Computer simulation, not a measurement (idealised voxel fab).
Documented hereafter: the process module known as voxel ribs on slabs.
Xsec cut, 280 nm wide, square cell size 5 nm.
Throughout this document, each cross-section is represented as a grid of square cells and is presented as a sequence of bands enumerated from the top downward, where a band comprises one or more rows of cells. A band entry consists of two parts. The first gives the height of the band's top and the height of its bottom, in nm. The rest lists the band's materials from left to right, each with its width in nm. A single material labelled with the word "throughout" fills the band from edge to edge, and the word "air" marks empty space. For the purposes of this specification, 0 denotes the height below which the wafer in its as-received condition is composed wholly of one material, and the lowermost band, lacking a lower limit, extends downward without end, as expressed in "0 down". So if you see something like "30->40" for the width, read it as the top row of the band sitting at the first number and the bottom row at the second, with every row in between moving by the same amount as the last. Basically "nothing was modified" means that step didn't change any cell in the cross-section. What "Closed cavities" gives you is every empty space of 8 cells or more that is cut off from the top. Each appears as width x height at distance, with the distance taken from the left edge and width, height and distance all in nm. That trailing text on a step's line, after the settings, is the simulator's own remark on the step. On any step carrying a mask, the "overlay nm" setting, if present on the step's line, tells how far right of its planned place the mask lay; negative values point to the left.

[List of planned process steps]
| 1 | RECEIVE, material Si |
| 2 | DIRECTIONAL_DEP, material SiO2, thk nm 25 |
| 3 | DIRECTIONAL_DEP, material polySi, thk nm 15 |
| 4 | DIRECTIONAL_DEP, material aC, thk nm 10 |
| 5 | PATTERN, tone cover, mask id RIB, material resist, width nm 15, thk nm 30, overlay nm 0 |
| 6 | DIRECTIONAL_ETCH, etch materials aC, depth nm 10 |
| 7 | STRIP, etch materials resist |
| 8 | DIRECTIONAL_ETCH, etch materials polySi, depth nm 10 |
| 9 | STRIP, etch materials aC |
| 10 | MASKED_ETCH, tone cover, mask id SLAB, width nm 45, etch materials polySi, depth nm 5, overlay nm 0 |
| 11 | FILL_DEP, material SiO2, thk nm 15 |
| 12 | CMP, height nm 50 |
| 13 | DIRECTIONAL_DEP, material TiN, thk nm 5 |
| 14 | MASKED_ETCH, tone cover, mask id HEATER, width nm 25, etch materials TiN, depth nm 5, overlay nm 0 |
| 15 | CONFORMAL_DEP, material SiO2, thk nm 10 |

[The first of a set of two wafers, run to plan]

[Cross-section of the wafer upon arrival, representing the state reached after step 1]
	0 down = Si throughout
	Closed cavities: none

[Wafer section view after processing step 2]
	25 to 0 = SiO2 throughout
	Under the height 0 nothing was changed.

[Wafer section view after processing step 3]
	40 to 25 = polySi throughout
	Under the height 25 nothing was changed.

[Wafer section view after processing step 4]
	50 to 40 = aC throughout
	Under the height 40 nothing was changed.

[Wafer section view after processing step 5]
	80 to 50 = air 130 nm / resist 15 nm / air 135 nm
	Under the height 50 nothing was changed.

[Wafer section view after processing step 6]
	70 to 50 = air 130 nm / resist 15 nm / air 135 nm
	50 to 40 = air 130 nm / aC 15 nm / air 135 nm
	Under the height 40 nothing was changed.

[Wafer section view after processing step 7]
	50 to 40 = air 130 nm / aC 15 nm / air 135 nm
	Under the height 40 nothing was changed.

[Wafer section view after processing step 8]
	50 to 40 = air 130 nm / aC 15 nm / air 135 nm
	40 to 30 = air 130 nm / polySi 15 nm / air 135 nm
	Under the height 30 nothing was changed.

[Wafer section view after processing step 9]
	40 to 30 = air 130 nm / polySi 15 nm / air 135 nm
	Under the height 30 nothing was changed.

[Wafer section view after processing step 10]
	40 to 30 = air 130 nm / polySi 15 nm / air 135 nm
	30 to 25 = air 115 nm / polySi 45 nm / air 120 nm
	Under the height 25 nothing was changed.

[Wafer section view after processing step 11]
	55 to 40 = SiO2 throughout
	40 to 30 = SiO2 130 nm / polySi 15 nm / SiO2 135 nm
	30 to 25 = SiO2 115 nm / polySi 45 nm / SiO2 120 nm
	Under the height 25 nothing was changed.

[Wafer section view after processing step 12]
	50 to 40 = SiO2 throughout
	Under the height 40 nothing was changed.

[Wafer section view after processing step 13]
	55 to 50 = TiN throughout
	Under the height 50 nothing was changed.

[Wafer section view after processing step 14]
	55 to 50 = air 125 nm / TiN 25 nm / air 130 nm
	Under the height 50 nothing was changed.

[Wafer section view after processing step 15]
	65 to 60 = air 115 nm / SiO2 45 nm / air 120 nm
	60 to 55 = SiO2 throughout
	55 to 50 = SiO2 125 nm / TiN 25 nm / SiO2 130 nm
	Under the height 50 nothing was changed.

[second wafer: like start, like plan, one mistake. Through step 2 it matches the first wafer]

[Second wafer at the planned finish of step 3, seen in cross-section]
	35 to 25 = aC throughout
	Under the height 25 nothing was changed.

[Second wafer at the planned finish of step 4, seen in cross-section]
	50 to 35 = polySi throughout
	Under the height 35 nothing was changed.

[Second wafer at the planned finish of step 5, seen in cross-section]
	80 to 50 = air 130 nm / resist 15 nm / air 135 nm
	Under the height 50 nothing was changed.

[Second wafer at the planned finish of step 6, seen in cross-section]
	70 to 50 = air 130 nm / resist 15 nm / air 135 nm
	Under the height 50 nothing was changed.

[Second wafer at the planned finish of step 7, seen in cross-section]
	50 to 35 = polySi throughout
	Under the height 35 nothing was changed.

[Second wafer at the planned finish of step 8, seen in cross-section]
	40 to 35 = polySi throughout
	Under the height 35 nothing was changed.

Second wafer at the planned finish of step 9, seen in cross-section: nothing was modified

[Second wafer at the planned finish of step 10, seen in cross-section]
	40 to 35 = air 115 nm / polySi 45 nm / air 120 nm
	Under the height 35 nothing was changed.

[Second wafer at the planned finish of step 11, seen in cross-section]
	55 to 40 = SiO2 throughout
	40 to 35 = SiO2 115 nm / polySi 45 nm / SiO2 120 nm
	Under the height 35 nothing was changed.

[Second wafer at the planned finish of step 12, seen in cross-section]
	50 to 40 = SiO2 throughout
	Under the height 40 nothing was changed.

[Second wafer at the planned finish of step 13, seen in cross-section]
	55 to 50 = TiN throughout
	Under the height 50 nothing was changed.

[Second wafer at the planned finish of step 14, seen in cross-section]
	55 to 50 = air 125 nm / TiN 25 nm / air 130 nm
	Under the height 50 nothing was changed.

[Second wafer at the planned finish of step 15, seen in cross-section]
	65 to 60 = air 115 nm / SiO2 45 nm / air 120 nm
	60 to 55 = SiO2 throughout
	55 to 50 = SiO2 125 nm / TiN 25 nm / SiO2 130 nm
	Under the height 50 nothing was changed.
What was the processing mistake? swap of plan steps 3 and 4 during execution
Counted in cells at the end, the second wafer holds more or fewer of these materials than the first: -106 SiO2; +112 aC; -6 polySi
